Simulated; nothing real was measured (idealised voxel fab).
The following process module bears the name voxel local oxidation.
Cross-section cut spans 240 nm and uses square cells 5 nm in size.
We lay out every cross-section as a grid of square cells and spell it out in bands from the top down, where one band means one or more rows of cells.
The entry gives the band's vertical extent as a top height and a bottom height in nm, then its horizontal make-up as materials from left to right, each with a width in nm. "blank" stands for empty space; a single material marked "everywhere" fills the band edge to edge.
Height reference: 0 = level under which incoming wafer is all one material. Lowest band: no bottom, runs on downward, e.g. "top 0, no bottom".
The expression "30->40" gives the width at the extremes of the band, the first number at its top row of cells and the second at its bottom row, with the width changing by equal amounts from each row to the next in between.
Step marked "no alterations made"? Then no cell in the cross-section changed in it.
Heads up: "Enclosed internal voids" only lists the empty pockets with no open path to the top that are 8 cells or more, and it writes them as width x height at distance, distance from the left edge, in nm.
Where a step's line continues beyond its settings, the continuation is a remark by the simulator itself on that step.
overlay nm: right-of-plan distance of the mask on a masked step; negative values mean left-of-plan.
# So here's the lineup of process steps we planned
1. RECEIVE (material Si)
2. CONFORMAL_DEP (material SiO2; thk nm 5)
3. CONFORMAL_DEP (material SiN; thk nm 10)
4. DIRECTIONAL_DEP (material aC; thk nm 15)
5. PATTERN (tone cover; mask id ACTIVE; material resist; width nm 115; thk nm 30; overlay nm 0)
6. DIRECTIONAL_ETCH (etch materials aC; depth nm 15)
7. STRIP (etch materials resist)
8. DIRECTIONAL_ETCH (etch materials SiN; depth nm 10)
9. STRIP (etch materials aC)
10. SELECTIVE_ETCH (etch materials SiO2; depth nm 5)
11. OXIDIZE (depth nm 10)
12. STRIP (etch materials SiN)
# as received, after step 1
	top 0, no bottom | Si everywhere
	Enclosed internal voids: none
# Wafer at module end, in section. Began as above, planned as above, run with one mistake
	top 5, bottom 0 | SiO2=55; blank=125; SiO2=60
	top 0, bottom -10 | Si=45; SiO2=145; Si=50
	top -10, no bottom | Si everywhere
	Enclosed internal voids: none
The plan and the run diverged here: not per plan at step 5, really ran PATTERN (tone open; mask id ACTIVE; material resist; width nm 115; thk nm 30; overlay nm 0)
